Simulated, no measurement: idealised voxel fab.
You're looking at the process module voxel capacitor over wiring.
This is section cut - it's 165 nm across, gridded in 5 nm square cells.
Format of a cross-section: grid, square cells. Given as bands. Order: top down. Band: one or more rows of cells. Top, bottom (nm), then materials left to right with widths (nm); lone material tagged "all across" fills the whole band edge to edge; "empty" = empty space. Height is counted from the level 0, under which the received wafer is composed throughout of one material. The lowest of the bands is not closed at the bottom but continues downward, in the notation "0..down". It should be noted that a width expressed as "30 to 40" varies in equal increments from row to row of cells within the band, taking the value of the first number at the top row and that of the second number at the bottom row. Where a step carries "nothing different", the cross-section came out of it unchanged, cell for cell. "Unvented voids" means: voids of 8 cells or more that are shut off from the top with no open way through. Written width x height at distance, distance from the left edge, in nm. On a step's line, text after the settings is the simulator commenting on that step. "overlay nm" on a masked step: distance the mask lay right of its planned place, negative for left.

## The following list gives the planned process steps
step 1: op RECEIVE | material Si
step 2: op CONFORMAL_DEP | material SiO2 | thk nm 15
step 3: op DIRECTIONAL_DEP | material TiN | thk nm 5
step 4: op DIRECTIONAL_DEP | material W | thk nm 15
step 5: op DIRECTIONAL_DEP | material aC | thk nm 10
step 6: op PATTERN | tone cover | mask id METAL_1 | material resist | width nm 30 | pitch nm 80 | thk nm 25 | overlay nm 0
step 7: op DIRECTIONAL_ETCH | etch materials aC | depth nm 10
step 8: op STRIP | etch materials resist
step 9: op DIRECTIONAL_ETCH | etch materials W | depth nm 15
step 10: op DIRECTIONAL_ETCH | etch materials TiN | depth nm 5
step 11: op STRIP | etch materials aC
step 12: op CONFORMAL_DEP | material SiCN | thk nm 5
step 13: op FILL_DEP | material lowk | thk nm 5
step 14: op CMP | height nm 35
step 15: op CONFORMAL_DEP | material SiCN | thk nm 5
step 16: op DIRECTIONAL_DEP | material SiO2 | thk nm 15
step 17: op MASKED_ETCH | tone open | mask id PLUG_1 | width nm 15 | etch materials SiO2 | depth nm 15 | overlay nm 0
step 18: op MASKED_ETCH | tone open | mask id PLUG_1 | width nm 15 | etch materials SiCN | depth nm 5 | overlay nm 0
step 19: op EPI | material Ru | thk nm 10
step 20: op EPI | material Ru | thk nm 10
step 21: op DIRECTIONAL_DEP | material TiN | thk nm 10
step 22: op DIRECTIONAL_DEP | material SiN | thk nm 5
step 23: op DIRECTIONAL_DEP | material TiN | thk nm 5
step 24: op PATTERN | tone cover | mask id UPPER_PLATE | material resist | width nm 55 | thk nm 15 | overlay nm 0
step 25: op DIRECTIONAL_ETCH | etch materials TiN | depth nm 5
step 26: op DIRECTIONAL_ETCH | etch materials SiN | depth nm 5
step 27: op STRIP | etch materials resist
step 28: op MASKED_ETCH | tone cover | mask id LOWER_PLATE | width nm 65 | etch materials TiN | depth nm 10 | overlay nm 0
step 29: op FILL_DEP | material SiO2 | thk nm 15
step 30: op CMP | height nm 85
step 31: op MASKED_ETCH | tone open | mask id PLUG_2 | width nm 15 | etch materials SiO2 | depth nm 10 | overlay nm 0
step 32: op CONFORMAL_DEP | material TiN | thk nm 5
step 33: op FILL_DEP | material Cu | thk nm 5
step 34: op CMP | height nm 85
step 35: op CONFORMAL_DEP | material SiN | thk nm 5

## first wafer, as planned

## As received (post step 1): cross-section
- 0..down = Si all across
- Unvented voids: none

## You're looking at a cross-section of the wafer after step 2
- 15..0 = SiO2 all across
- Lower than 0, everything is as it was.

## You're looking at a cross-section of the wafer after step 3
- 20..15 = TiN all across
- Lower than 15, everything is as it was.

## You're looking at a cross-section of the wafer after step 4
- 35..20 = W all across
- Lower than 20, everything is as it was.

## You're looking at a cross-section of the wafer after step 5
- 45..35 = aC all across
- Lower than 35, everything is as it was.

## You're looking at a cross-section of the wafer after step 6
- 70..45 = empty 25 / resist 30 / empty 50 / resist 30 / empty 30
- Lower than 45, everything is as it was.

## You're looking at a cross-section of the wafer after step 7
- 60..45 = empty 25 / resist 30 / empty 50 / resist 30 / empty 30
- 45..35 = empty 25 / aC 30 / empty 50 / aC 30 / empty 30
- Lower than 35, everything is as it was.

## You're looking at a cross-section of the wafer after step 8
- 45..35 = empty 25 / aC 30 / empty 50 / aC 30 / empty 30
- Lower than 35, everything is as it was.

## You're looking at a cross-section of the wafer after step 9
- 45..35 = empty 25 / aC 30 / empty 50 / aC 30 / empty 30
- 35..20 = empty 25 / W 30 / empty 50 / W 30 / empty 30
- Lower than 20, everything is as it was.

## You're looking at a cross-section of the wafer after step 10
- 45..35 = empty 25 / aC 30 / empty 50 / aC 30 / empty 30
- 35..20 = empty 25 / W 30 / empty 50 / W 30 / empty 30
- 20..15 = empty 25 / TiN 30 / empty 50 / TiN 30 / empty 30
- Lower than 15, everything is as it was.

## You're looking at a cross-section of the wafer after step 11
- 35..20 = empty 25 / W 30 / empty 50 / W 30 / empty 30
- Lower than 20, everything is as it was.

## You're looking at a cross-section of the wafer after step 12
- 40..35 = empty 20 / SiCN 40 / empty 40 / SiCN 40 / empty 25
- 35..20 = empty 20 / SiCN 5 / W 30 / SiCN 5 / empty 40 / SiCN 5 / W 30 / SiCN 5 / empty 25
- 20..15 = SiCN 25 / TiN 30 / SiCN 50 / TiN 30 / SiCN 30
- Lower than 15, everything is as it was.

## You're looking at a cross-section of the wafer after step 13
- 45..40 = lowk all across
- 40..35 = lowk 20 / SiCN 40 / lowk 40 / SiCN 40 / lowk 25
- 35..20 = lowk 20 / SiCN 5 / W 30 / SiCN 5 / lowk 40 / SiCN 5 / W 30 / SiCN 5 / lowk 25
- Lower than 20, everything is as it was.

## You're looking at a cross-section of the wafer after step 14
- 35..20 = lowk 20 / SiCN 5 / W 30 / SiCN 5 / lowk 40 / SiCN 5 / W 30 / SiCN 5 / lowk 25
- Lower than 20, everything is as it was.

## You're looking at a cross-section of the wafer after step 15
- 40..35 = SiCN all across
- Lower than 35, everything is as it was.

## You're looking at a cross-section of the wafer after step 16
- 55..40 = SiO2 all across
- Lower than 40, everything is as it was.

## You're looking at a cross-section of the wafer after step 17
- 55..40 = SiO2 40 / empty 15 / SiO2 110
- Lower than 40, everything is as it was.

## You're looking at a cross-section of the wafer after step 18
- 55..40 = SiO2 40 / empty 15 / SiO2 110
- 40..35 = SiCN 40 / empty 15 / SiCN 110
- Lower than 35, everything is as it was.

## You're looking at a cross-section of the wafer after step 19
- 55..45 = SiO2 40 / empty 15 / SiO2 110
- 45..40 = SiO2 40 / Ru 15 / SiO2 110
- 40..35 = SiCN 40 / Ru 15 / SiCN 110
- Lower than 35, everything is as it was.

## You're looking at a cross-section of the wafer after step 20
- 55..40 = SiO2 40 / Ru 15 / SiO2 110
- Lower than 40, everything is as it was.

## You're looking at a cross-section of the wafer after step 21
- 65..55 = TiN all across
- Lower than 55, everything is as it was.

## You're looking at a cross-section of the wafer after step 22
- 70..65 = SiN all across
- Lower than 65, everything is as it was.

## You're looking at a cross-section of the wafer after step 23
- 75..70 = TiN all across
- Lower than 70, everything is as it was.

## You're looking at a cross-section of the wafer after step 24
- 90..75 = empty 40 / resist 55 / empty 70
- Lower than 75, everything is as it was.

## You're looking at a cross-section of the wafer after step 25
- 90..75 = empty 40 / resist 55 / empty 70
- 75..70 = empty 40 / TiN 55 / empty 70
- Lower than 70, everything is as it was.

## You're looking at a cross-section of the wafer after step 26
- 90..75 = empty 40 / resist 55 / empty 70
- 75..70 = empty 40 / TiN 55 / empty 70
- 70..65 = empty 40 / SiN 55 / empty 70
- Lower than 65, everything is as it was.

## You're looking at a cross-section of the wafer after step 27
- 75..70 = empty 40 / TiN 55 / empty 70
- Lower than 70, everything is as it was.

## You're looking at a cross-section of the wafer after step 28
- 75..70 = empty 40 / TiN 55 / empty 70
- 70..65 = empty 40 / SiN 55 / empty 70
- 65..55 = empty 35 / TiN 65 / empty 65
- Lower than 55, everything is as it was.

## You're looking at a cross-section of the wafer after step 29
- 90..75 = SiO2 all across
- 75..70 = SiO2 40 / TiN 55 / SiO2 70
- 70..65 = SiO2 40 / SiN 55 / SiO2 70
- 65..55 = SiO2 35 / TiN 65 / SiO2 65
- Lower than 55, everything is as it was.

## You're looking at a cross-section of the wafer after step 30
- 85..75 = SiO2 all across
- Lower than 75, everything is as it was.

## You're looking at a cross-section of the wafer after step 31
- 85..75 = SiO2 50 / empty 15 / SiO2 100
- Lower than 75, everything is as it was.

## You're looking at a cross-section of the wafer after step 32
- 90..85 = TiN 55 / empty 5 / TiN 105
- 85..80 = SiO2 50 / TiN 5 / empty 5 / TiN 5 / SiO2 100
- 80..70 = SiO2 50 to 40 / TiN 15 to 55 / SiO2 100 to 70
- Lower than 70, everything is as it was.

## You're looking at a cross-section of the wafer after step 33
- 95..90 = Cu all across
- 90..85 = TiN 55 / Cu 5 / TiN 105
- 85..80 = SiO2 50 / TiN 5 / Cu 5 / TiN 5 / SiO2 100
- Lower than 80, everything is as it was.

## You're looking at a cross-section of the wafer after step 34
- 85..80 = SiO2 50 / TiN 5 / Cu 5 / TiN 5 / SiO2 100
- Lower than 80, everything is as it was.

## You're looking at a cross-section of the wafer after step 35
- 90..85 = SiN all across
- Lower than 85, everything is as it was.

## The remaining wafer, second of the two, started like the first and was run to the same plan, except that one mistake was made along the way; the two coincide through step 16, inclusive

## Look at the second wafer in cross-section at the time step 17 ought to have finished
- 55..40 = SiO2 35 / empty 15 / SiO2 115
- Lower than 40, everything is as it was.

## Look at the second wafer in cross-section at the time step 18 ought to have finished
- 55..40 = SiO2 35 / empty 15 / SiO2 115
- 40..35 = SiCN 40 / empty 10 / SiCN 115
- Lower than 35, everything is as it was.

## Look at the second wafer in cross-section at the time step 19 ought to have finished
- 55..45 = SiO2 35 / empty 15 / SiO2 115
- 45..40 = SiO2 35 / Ru 15 / SiO2 115
- 40..35 = SiCN 40 / Ru 10 / SiCN 115
- Lower than 35, everything is as it was.

## Look at the second wafer in cross-section at the time step 20 ought to have finished
- 55..40 = SiO2 35 / Ru 15 / SiO2 115
- Lower than 40, everything is as it was.

## Look at the second wafer in cross-section at the time step 21 ought to have finished
- 65..55 = TiN all across
- Lower than 55, everything is as it was.

## Look at the second wafer in cross-section at the time step 22 ought to have finished
- 70..65 = SiN all across
- Lower than 65, everything is as it was.

## Look at the second wafer in cross-section at the time step 23 ought to have finished
- 75..70 = TiN all across
- Lower than 70, everything is as it was.

## Look at the second wafer in cross-section at the time step 24 ought to have finished
- 90..75 = empty 40 / resist 55 / empty 70
- Lower than 75, everything is as it was.

## Look at the second wafer in cross-section at the time step 25 ought to have finished
- 90..75 = empty 40 / resist 55 / empty 70
- 75..70 = empty 40 / TiN 55 / empty 70
- Lower than 70, everything is as it was.

## Look at the second wafer in cross-section at the time step 26 ought to have finished
- 90..75 = empty 40 / resist 55 / empty 70
- 75..70 = empty 40 / TiN 55 / empty 70
- 70..65 = empty 40 / SiN 55 / empty 70
- Lower than 65, everything is as it was.

## Look at the second wafer in cross-section at the time step 27 ought to have finished
- 75..70 = empty 40 / TiN 55 / empty 70
- Lower than 70, everything is as it was.

## Look at the second wafer in cross-section at the time step 28 ought to have finished
- 75..70 = empty 40 / TiN 55 / empty 70
- 70..65 = empty 40 / SiN 55 / empty 70
- 65..55 = empty 35 / TiN 65 / empty 65
- Lower than 55, everything is as it was.

## Look at the second wafer in cross-section at the time step 29 ought to have finished
- 90..75 = SiO2 all across
- 75..70 = SiO2 40 / TiN 55 / SiO2 70
- 70..65 = SiO2 40 / SiN 55 / SiO2 70
- 65..55 = SiO2 35 / TiN 65 / SiO2 65
- Lower than 55, everything is as it was.

## Look at the second wafer in cross-section at the time step 30 ought to have finished
- 85..75 = SiO2 all across
- Lower than 75, everything is as it was.

## Look at the second wafer in cross-section at the time step 31 ought to have finished
- 85..75 = SiO2 50 / empty 15 / SiO2 100
- Lower than 75, everything is as it was.

## Look at the second wafer in cross-section at the time step 32 ought to have finished
- 90..85 = TiN 55 / empty 5 / TiN 105
- 85..80 = SiO2 50 / TiN 5 / empty 5 / TiN 5 / SiO2 100
- 80..70 = SiO2 50 to 40 / TiN 15 to 55 / SiO2 100 to 70
- Lower than 70, everything is as it was.

## Look at the second wafer in cross-section at the time step 33 ought to have finished
- 95..90 = Cu all across
- 90..85 = TiN 55 / Cu 5 / TiN 105
- 85..80 = SiO2 50 / TiN 5 / Cu 5 / TiN 5 / SiO2 100
- Lower than 80, everything is as it was.

## Look at the second wafer in cross-section at the time step 34 ought to have finished
- 85..80 = SiO2 50 / TiN 5 / Cu 5 / TiN 5 / SiO2 100
- Lower than 80, everything is as it was.

## Look at the second wafer in cross-section at the time step 35 ought to have finished
- 90..85 = SiN all across
- Lower than 85, everything is as it was.
So what did we get wrong on this run? so step 17 ended up running with a different setting than we planned, it ran as op MASKED_ETCH | tone open | mask id PLUG_1 | width nm 15 | etch materials SiO2 | depth nm 15 | overlay nm -5
End of process, cell counts, second wafer against first, materials with more or fewer: 1 fewer of Ru; 1 more of SiCN
